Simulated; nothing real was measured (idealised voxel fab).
The following process module bears the name voxel trench capacitor.
It is cross-section cut that appears here, measuring 250 nm in width, its square cells being 5 nm in size.
The cross-sections in this document take the form of a grid made of square cells. They are written out as bands, in order from top to bottom. Each band consists of one or more rows of cells. Read a band's entry like this: the first values are the height of its top and the height of its bottom in nm, and what follows is the sequence of materials from left to right, each with its width in nm. Note that "empty" is empty space, and that a single material marked "full width" reaches across the band from edge to edge. Where do heights start? At 0: under that level the wafer as delivered is made of one material only. And the lowest band has no floor; it just carries on downward, as in "z 0 and below". Graded width ("30..40"): value in top row of band = first number; value in bottom row = second number; row-to-row change constant. You'll sometimes find "no alteration" written for a step, and that's the way of saying that nowhere in the cross-section did a cell change during that step. For the entry "Closed internal cavities", the listed items are empty spaces with no open way to the top whose size is 8 cells or more; each item follows the pattern width x height at distance, where distance is from the left edge and all three are in nm. Text after the settings on a step's line: the simulator's own remark on that step. What "overlay nm" on a step's line means: if the step has a mask, that mask lay this far to the right of its planned place, or, when the value is negative, to the left.

plan:
1 RECEIVE: material Si
2 CONFORMAL_DEP: material SiN, thk nm 10
3 PATTERN: tone open, mask id TRENCH, material resist, width nm 20, pitch nm 40, thk nm 20, overlay nm 0
4 DIRECTIONAL_ETCH: etch materials SiN, depth nm 10
5 DIRECTIONAL_ETCH: etch materials Si, depth nm 35
6 STRIP: etch materials resist
7 CONFORMAL_DEP: material Al2O3, thk nm 5
8 FILL_DEP: material polySi, thk nm 5
9 CMP: height nm 10

Of two wafers, the first: run according to plan:

This is the cross-section of the wafer as we received it, i.e. after step 1:
* z 0 and below | Si full width
* Closed internal cavities: none

Cross-section of the wafer after step 2:
* z 10 to 0 | SiN full width
* Anything lower than 0 is untouched.

Cross-section of the wafer after step 3:
* z 30 to 10 | resist (95) / empty (20) / resist (20) / empty (20) / resist (95)
* Anything lower than 10 is untouched.

Cross-section of the wafer after step 4:
* z 30 to 10 | resist (95) / empty (20) / resist (20) / empty (20) / resist (95)
* z 10 to 0 | SiN (95) / empty (20) / SiN (20) / empty (20) / SiN (95)
* Anything lower than 0 is untouched.

Cross-section of the wafer after step 5:
* z 30 to 10 | resist (95) / empty (20) / resist (20) / empty (20) / resist (95)
* z 10 to 0 | SiN (95) / empty (20) / SiN (20) / empty (20) / SiN (95)
* z 0 to -35 | Si (95) / empty (20) / Si (20) / empty (20) / Si (95)
* Anything lower than -35 is untouched.

Cross-section of the wafer after step 6:
* z 10 to 0 | SiN (95) / empty (20) / SiN (20) / empty (20) / SiN (95)
* Anything lower than 0 is untouched.

Cross-section of the wafer after step 7:
* z 15 to 10 | Al2O3 (100) / empty (10) / Al2O3 (30) / empty (10) / Al2O3 (100)
* z 10 to 0 | SiN (95) / Al2O3 (5) / empty (10) / Al2O3 (5) / SiN (20) / Al2O3 (5) / empty (10) / Al2O3 (5) / SiN (95)
* z 0 to -30 | Si (95) / Al2O3 (5) / empty (10) / Al2O3 (5) / Si (20) / Al2O3 (5) / empty (10) / Al2O3 (5) / Si (95)
* z -30 to -35 | Si (95) / Al2O3 (20) / Si (20) / Al2O3 (20) / Si (95)
* Anything lower than -35 is untouched.

Cross-section of the wafer after step 8:
* z 20 to 15 | polySi full width
* z 15 to 10 | Al2O3 (100) / polySi (10) / Al2O3 (30) / polySi (10) / Al2O3 (100)
* z 10 to 0 | SiN (95) / Al2O3 (5) / polySi (10) / Al2O3 (5) / SiN (20) / Al2O3 (5) / polySi (10) / Al2O3 (5) / SiN (95)
* z 0 to -30 | Si (95) / Al2O3 (5) / polySi (10) / Al2O3 (5) / Si (20) / Al2O3 (5) / polySi (10) / Al2O3 (5) / Si (95)
* Anything lower than -30 is untouched.

Cross-section of the wafer after step 9:
* z 10 to 0 | SiN (95) / Al2O3 (5) / polySi (10) / Al2O3 (5) / SiN (20) / Al2O3 (5) / polySi (10) / Al2O3 (5) / SiN (95)
* Anything lower than 0 is untouched.

The Second Wafer: Common Origin and Plan, One Mistake in Execution, Identical to the First Through Step 4:

Cross-section: second wafer, time at which step 5 was scheduled to end:
* z 30 to 10 | resist (95) / empty (20) / resist (20) / empty (20) / resist (95)
* z 10 to 0 | SiN (95) / empty (20) / SiN (20) / empty (20) / SiN (95)
* z 0 to -70 | Si (95) / empty (20) / Si (20) / empty (20) / Si (95)
* Anything lower than -70 is untouched.

Cross-section: second wafer, time at which step 6 was scheduled to end:
* z 10 to 0 | SiN (95) / empty (20) / SiN (20) / empty (20) / SiN (95)
* Anything lower than 0 is untouched.

Cross-section: second wafer, time at which step 7 was scheduled to end:
* z 15 to 10 | Al2O3 (100) / empty (10) / Al2O3 (30) / empty (10) / Al2O3 (100)
* z 10 to 0 | SiN (95) / Al2O3 (5) / empty (10) / Al2O3 (5) / SiN (20) / Al2O3 (5) / empty (10) / Al2O3 (5) / SiN (95)
* z 0 to -65 | Si (95) / Al2O3 (5) / empty (10) / Al2O3 (5) / Si (20) / Al2O3 (5) / empty (10) / Al2O3 (5) / Si (95)
* z -65 to -70 | Si (95) / Al2O3 (20) / Si (20) / Al2O3 (20) / Si (95)
* Anything lower than -70 is untouched.

Cross-section: second wafer, time at which step 8 was scheduled to end:
* z 20 to 15 | polySi full width
* z 15 to 10 | Al2O3 (100) / polySi (10) / Al2O3 (30) / polySi (10) / Al2O3 (100)
* z 10 to 0 | SiN (95) / Al2O3 (5) / polySi (10) / Al2O3 (5) / SiN (20) / Al2O3 (5) / polySi (10) / Al2O3 (5) / SiN (95)
* z 0 to -65 | Si (95) / Al2O3 (5) / polySi (10) / Al2O3 (5) / Si (20) / Al2O3 (5) / polySi (10) / Al2O3 (5) / Si (95)
* Anything lower than -65 is untouched.

Cross-section: second wafer, time at which step 9 was scheduled to end:
* z 10 to 0 | SiN (95) / Al2O3 (5) / polySi (10) / Al2O3 (5) / SiN (20) / Al2O3 (5) / polySi (10) / Al2O3 (5) / SiN (95)
* Anything lower than 0 is untouched.
Where did the run depart from the plan? step 5 of the plan was carried out twice
Cell-count delta at end, second wafer over first, by material: 28 more of Al2O3; 56 fewer of Si; 28 more of polySi
